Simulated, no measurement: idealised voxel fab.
process module | voxel trench capacitor
cross-section cut | 160 nm wide | cells 5 nm
A cross-section is a grid of square cells, given in bands from the top down. A band is one or more rows of cells.
Each band's line starts with the height of the band's top and of its bottom, in nm. Then come its materials from left to right, each with its width in nm. One material with "throughout" fills the band from edge to edge. "air" is empty space.
Height 0 is the level under which the wafer as received is all one material. The lowest band goes on downwards, as in "0 down".
A width such as "30 to 40" changes by the same amount from each row of cells to the next, from the band's top row to its bottom row.
"no change" after a step means that no cell of the cross-section changed.
closed voids: empty space of 8 cells or more with no open way to the top, each as width x height at its distance from the left edge, in nm
after a step's settings: what the simulator itself notes on the step
overlay nm, on a step with a mask: how far to the right of its planned place the mask lay; to the left if negative
plan
1 op RECEIVE | material Si
2 op CONFORMAL_DEP | material SiN | thk nm 5
3 op PATTERN | tone open | mask id TRENCH | material resist | width nm 25 | pitch nm 40 | thk nm 15 | overlay nm 0
4 op DIRECTIONAL_ETCH | etch materials SiN | depth nm 5
5 op DIRECTIONAL_ETCH | etch materials Si | depth nm 25
6 op STRIP | etch materials resist
7 op CONFORMAL_DEP | material Al2O3 | thk nm 5
8 op CONFORMAL_DEP | material TiN | thk nm 5
9 op FILL_DEP | material W | thk nm 5
10 op CMP | height nm 5
as received, after step 1
  0 down: Si throughout
  closed voids: none
first wafer at the end, as planned
  5 to 0: SiN 45 | Al2O3 5 | TiN 5 | W 5 | TiN 5 | Al2O3 5 | SiN 15 | Al2O3 5 | TiN 5 | W 5 | TiN 5 | Al2O3 5 | SiN 50
  0 to -15: Si 45 | Al2O3 5 | TiN 5 | W 5 | TiN 5 | Al2O3 5 | Si 15 | Al2O3 5 | TiN 5 | W 5 | TiN 5 | Al2O3 5 | Si 50
  -15 to -20: Si 45 | Al2O3 5 | TiN 15 | Al2O3 5 | Si 15 | Al2O3 5 | TiN 15 | Al2O3 5 | Si 50
  -20 to -25: Si 45 | Al2O3 25 | Si 15 | Al2O3 25 | Si 50
  -25 down: Si throughout
  closed voids: none
second wafer at the end: like start, like plan, one mistake
  5 to 0: SiN 45 | Al2O3 5 | TiN 5 | W 5 | TiN 5 | Al2O3 5 | SiN 15 | Al2O3 5 | TiN 5 | W 5 | TiN 5 | Al2O3 5 | SiN 50
  0 to -40: Si 45 | Al2O3 5 | TiN 5 | W 5 | TiN 5 | Al2O3 5 | Si 15 | Al2O3 5 | TiN 5 | W 5 | TiN 5 | Al2O3 5 | Si 50
  -40 to -45: Si 45 | Al2O3 5 | TiN 15 | Al2O3 5 | Si 15 | Al2O3 5 | TiN 15 | Al2O3 5 | Si 50
  -45 to -50: Si 45 | Al2O3 25 | Si 15 | Al2O3 25 | Si 50
  -50 down: Si throughout
  closed voids: none
what went wrong: step 5 was run twice
at the end the second wafer has, in cells: 20 more of Al2O3 | 50 fewer of Si | 20 more of TiN | 10 more of W
